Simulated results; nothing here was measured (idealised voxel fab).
Herein follows the process module entitled voxel spacer lines.
Xsec cut, 255 nm wide, square cell size 5 nm.
Just so we're on the same page, the cross-sections are grids of square cells, and they're listed out in bands top to bottom, each band one or more rows deep. This entry defines a band. It first specifies the height of the band's top and the height of its bottom in nm, and then specifies the band's materials from left to right, stating each material with its width in nm. The word "full width" identifies a single material that fills the band from edge to edge, while the word "air" identifies empty space. Height is counted from the level 0, under which the received wafer is composed throughout of one material. The lowest of the bands is not closed at the bottom but continues downward, in the notation "0 and below". Width spec "30->40" -> top row of cells at first value, bottom row at second value, equal per-row change in between. No cell of the cross-section changed in a step that is given as "stayed the same". "Tabulated closed voids" contains a list of empty spaces, each no smaller than 8 cells and without an open way to the top, written in the form width x height at distance with the distance from the left edge and all three in nm. Read whatever lies past the settings on a step's line as the simulator's own remark about the step. On any step carrying a mask, the "overlay nm" setting, if present on the step's line, tells how far right of its planned place the mask lay; negative values point to the left.

Here's what the planned process steps look like:
| 1 | RECEIVE,material Si |
| 2 | CONFORMAL_DEP,material Al2O3,thk nm 10 |
| 3 | DIRECTIONAL_DEP,material TiN,thk nm 10 |
| 4 | DIRECTIONAL_DEP,material polySi,thk nm 30 |
| 5 | PATTERN,tone cover,mask id MANDREL,material resist,width nm 20,pitch nm 60,thk nm 35,overlay nm 0 |
| 6 | DIRECTIONAL_ETCH,etch materials polySi,depth nm 30 |
| 7 | STRIP,etch materials resist |
| 8 | CONFORMAL_DEP,material SiO2,thk nm 10 |
| 9 | DIRECTIONAL_ETCH,etch materials SiO2,depth nm 10 |
| 10 | STRIP,etch materials polySi |
| 11 | DIRECTIONAL_ETCH,etch materials TiN,depth nm 10 |
| 12 | STRIP,etch materials SiO2 |
| 13 | FILL_DEP,material lowk,thk nm 5 |
| 14 | CMP,height nm 20 |

Here's what the wafer looked like in cross-section when it arrived - that's after step 1:
  0 and below  Si full width
  Tabulated closed voids: none

First wafer at the end, as planned:
  20 down to 10  75 of lowk, then 10 of TiN, then 20 of lowk, then 10 of TiN, then 20 of lowk, then 10 of TiN, then 20 of lowk, then 10 of TiN, then 80 of lowk
  10 down to 0  Al2O3 full width
  0 and below  Si full width
  Tabulated closed voids: none

What the second wafer looks like in cross-section once the module is done. Its start and its plan matched the first wafer's exactly; what differed was one mistake in how it was run:
  20 down to 15  75 of lowk, then 10 of TiN, then 20 of lowk, then 10 of TiN, then 20 of lowk, then 10 of TiN, then 20 of lowk, then 10 of TiN, then 80 of lowk
  15 down to 0  Al2O3 full width
  0 and below  Si full width
  Tabulated closed voids: none
Where did the run depart from the plan? off-plan run, step 2, actual operation and settings CONFORMAL_DEP,material Al2O3,thk nm 15
Cell-count delta at end, second wafer over first, by material: +51 Al2O3, -8 TiN, -43 lowk
